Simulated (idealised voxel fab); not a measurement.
Process module name: voxel self aligned contacts
145 nm wide, 5 nm square cells: that's cross-section cut.
The cross-sections in this document take the form of a grid made of square cells. They are written out as bands, in order from top to bottom. Each band consists of one or more rows of cells. Top height, bottom height, nm. Materials left to right, width each, nm. Single material + "full width" = fills band edge to edge. "empty" = empty. Height reference: 0 = level under which incoming wafer is all one material. Lowest band: no bottom, runs on downward, e.g. "0 -> down". Per-row width for "30->40": begins at first number (top row of band), ends at second number (bottom row), increment between rows held constant. No cell of the cross-section changed in a step that is given as "remained unchanged". "Enclosed void entries" lists enclosed empty spaces (at least 8 cells, no open path upward to the top), each as width x height at distance from the left edge, in nm. If you see something after the settings on a step's line, that's the simulator's own remark about that step. You can add "overlay nm" to a step's line. For a step with a mask, it describes how far the mask lay to the right of its planned position, and a negative number describes a lay to the left.

Set out below are the planned steps of the process
| 1 | RECEIVE | material Si |
| 2 | OXIDIZE | depth nm 5 |
| 3 | DIRECTIONAL_DEP | material polySi | thk nm 20 |
| 4 | DIRECTIONAL_DEP | material SiN | thk nm 15 |
| 5 | DIRECTIONAL_DEP | material aC | thk nm 10 |
| 6 | PATTERN | tone cover | mask id GATE | material resist | width nm 35 | pitch nm 60 | thk nm 30 | overlay nm 0 |
| 7 | DIRECTIONAL_ETCH | etch materials aC | depth nm 10 |
| 8 | STRIP | etch materials resist |
| 9 | DIRECTIONAL_ETCH | etch materials SiN | depth nm 15 |
| 10 | DIRECTIONAL_ETCH | etch materials polySi | depth nm 20 |
| 11 | STRIP | etch materials aC |
| 12 | CONFORMAL_DEP | material SiN | thk nm 5 |
| 13 | DIRECTIONAL_ETCH | etch materials SiN | depth nm 5 |
| 14 | FILL_DEP | material SiO2 | thk nm 15 |
| 15 | CMP | height nm 40 |
| 16 | MASKED_ETCH | tone open | mask id CONTACT | width nm 35 | etch materials SiO2 | depth nm 45 | overlay nm 0 |
| 17 | CONFORMAL_DEP | material TiN | thk nm 5 |
| 18 | FILL_DEP | material Ru | thk nm 5 |
| 19 | CMP | height nm 40 |
| 20 | CONFORMAL_DEP | material SiN | thk nm 5 |

Cross-section of the wafer upon arrival, representing the state reached after step 1
  0 -> down = Si full width
  Enclosed void entries: none

Cross-sectional view of the first of the two wafers upon completion of the module, processed in accordance with the plan
  45 -> 40 = SiN full width
  40 -> 35 = 55 nm SiO2 / 15 nm TiN / 5 nm Ru / 15 nm TiN / 55 nm SiO2
  35 -> 20 = 20 nm SiO2 / 45 nm SiN / 5 nm TiN / 5 nm Ru / 5 nm TiN / 45 nm SiN / 20 nm SiO2
  20 -> 0 = 20 nm SiO2 / 5 nm SiN / 35 nm polySi / 5 nm SiN / 5 nm TiN / 5 nm Ru / 5 nm TiN / 5 nm SiN / 35 nm polySi / 5 nm SiN / 20 nm SiO2
  0 -> -5 = 65 nm SiO2 / 15 nm TiN / 65 nm SiO2
  -5 -> down = Si full width
  Enclosed void entries: none

What the second wafer looks like in cross-section once the module is done. Its start and its plan matched the first wafer's exactly; what differed was one mistake in how it was run
  45 -> 40 = SiN full width
  40 -> 35 = 45 nm SiO2 / 25 nm TiN / 5 nm Ru / 5 nm TiN / 65 nm SiO2
  35 -> 20 = 20 nm SiO2 / 45 nm SiN / 5 nm TiN / 5 nm Ru / 5 nm TiN / 45 nm SiN / 20 nm SiO2
  20 -> 0 = 20 nm SiO2 / 5 nm SiN / 35 nm polySi / 5 nm SiN / 5 nm TiN / 5 nm Ru / 5 nm TiN / 5 nm SiN / 35 nm polySi / 5 nm SiN / 20 nm SiO2
  0 -> -5 = 65 nm SiO2 / 15 nm TiN / 65 nm SiO2
  -5 -> down = Si full width
  Enclosed void entries: none
Where did the run depart from the plan? so step 16 ended up running with a different setting than we planned, it ran as MASKED_ETCH | tone open | mask id CONTACT | width nm 35 | etch materials SiO2 | depth nm 45 | overlay nm -10
Upon completion, the cell count for each material on the second wafer equals that on the first, whereas the spatial distribution of those cells differs.
